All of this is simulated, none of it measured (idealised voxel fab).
process module | voxel tone inversion
cross-section cut | 260 nm wide | cells 5 nm
A cross-section is a grid of square cells, given in bands from the top down. A band is one or more rows of cells.
Each band's line starts with the height of the band's top and of its bottom, in nm. Then come its materials from left to right, each with its width in nm. One material with "throughout" fills the band from edge to edge. "air" is empty space.
Height 0 is the level under which the wafer as received is all one material. The lowest band goes on downwards, as in "0 down".
A width such as "30 to 40" changes by the same amount from each row of cells to the next, from the band's top row to its bottom row.
"no change" after a step means that no cell of the cross-section changed.
closed voids: empty space of 8 cells or more with no open way to the top, each as width x height at its distance from the left edge, in nm
after a step's settings: what the simulator itself notes on the step
overlay nm, on a step with a mask: how far to the right of its planned place the mask lay; to the left if negative
plan
1 op RECEIVE | material Si
2 op CONFORMAL_DEP | material SiCN | thk nm 10
3 op DIRECTIONAL_DEP | material aC | thk nm 25
4 op PATTERN | tone cover | mask id POSTS | material resist | width nm 25 | pitch nm 55 | thk nm 35 | overlay nm 0
5 op DIRECTIONAL_ETCH | etch materials aC | depth nm 25
6 op STRIP | etch materials resist
7 op FILL_DEP | material SiO2 | thk nm 5
8 op CMP | height nm 35
9 op STRIP | etch materials aC
first wafer, as planned
as received, after step 1
  0 down: Si throughout
  closed voids: none
after step 2
  10 to 0: SiCN throughout
  below 0: unchanged
after step 3
  35 to 10: aC throughout
  below 10: unchanged
after step 4
  70 to 35: air 60 | resist 25 | air 30 | resist 25 | air 30 | resist 25 | air 65
  below 35: unchanged
after step 5
  45 to 35: air 60 | resist 25 | air 30 | resist 25 | air 30 | resist 25 | air 65
  35 to 10: air 60 | aC 25 | air 30 | aC 25 | air 30 | aC 25 | air 65
  below 10: unchanged
after step 6
  35 to 10: air 60 | aC 25 | air 30 | aC 25 | air 30 | aC 25 | air 65
  below 10: unchanged
after step 7
  40 to 35: SiO2 throughout
  35 to 10: SiO2 60 | aC 25 | SiO2 30 | aC 25 | SiO2 30 | aC 25 | SiO2 65
  below 10: unchanged
after step 8
  35 to 10: SiO2 60 | aC 25 | SiO2 30 | aC 25 | SiO2 30 | aC 25 | SiO2 65
  below 10: unchanged
after step 9
  35 to 10: SiO2 60 | air 25 | SiO2 30 | air 25 | SiO2 30 | air 25 | SiO2 65
  below 10: unchanged
second wafer: like start, like plan, one mistake. Through step 1 it matches the first wafer
when step 2 should have ended
  15 to 0: SiCN throughout
  below 0: unchanged
when step 3 should have ended
  40 to 15: aC throughout
  below 15: unchanged
when step 4 should have ended
  75 to 40: air 60 | resist 25 | air 30 | resist 25 | air 30 | resist 25 | air 65
  below 40: unchanged
when step 5 should have ended
  50 to 40: air 60 | resist 25 | air 30 | resist 25 | air 30 | resist 25 | air 65
  40 to 15: air 60 | aC 25 | air 30 | aC 25 | air 30 | aC 25 | air 65
  below 15: unchanged
when step 6 should have ended
  40 to 15: air 60 | aC 25 | air 30 | aC 25 | air 30 | aC 25 | air 65
  below 15: unchanged
when step 7 should have ended
  45 to 40: SiO2 throughout
  40 to 15: SiO2 60 | aC 25 | SiO2 30 | aC 25 | SiO2 30 | aC 25 | SiO2 65
  below 15: unchanged
when step 8 should have ended
  35 to 15: SiO2 60 | aC 25 | SiO2 30 | aC 25 | SiO2 30 | aC 25 | SiO2 65
  below 15: unchanged
when step 9 should have ended
  35 to 15: SiO2 60 | air 25 | SiO2 30 | air 25 | SiO2 30 | air 25 | SiO2 65
  below 15: unchanged
what went wrong: step 2 ran as: op CONFORMAL_DEP | material SiCN | thk nm 15
at the end the second wafer has, in cells: 52 more of SiCN | 37 fewer of SiO2
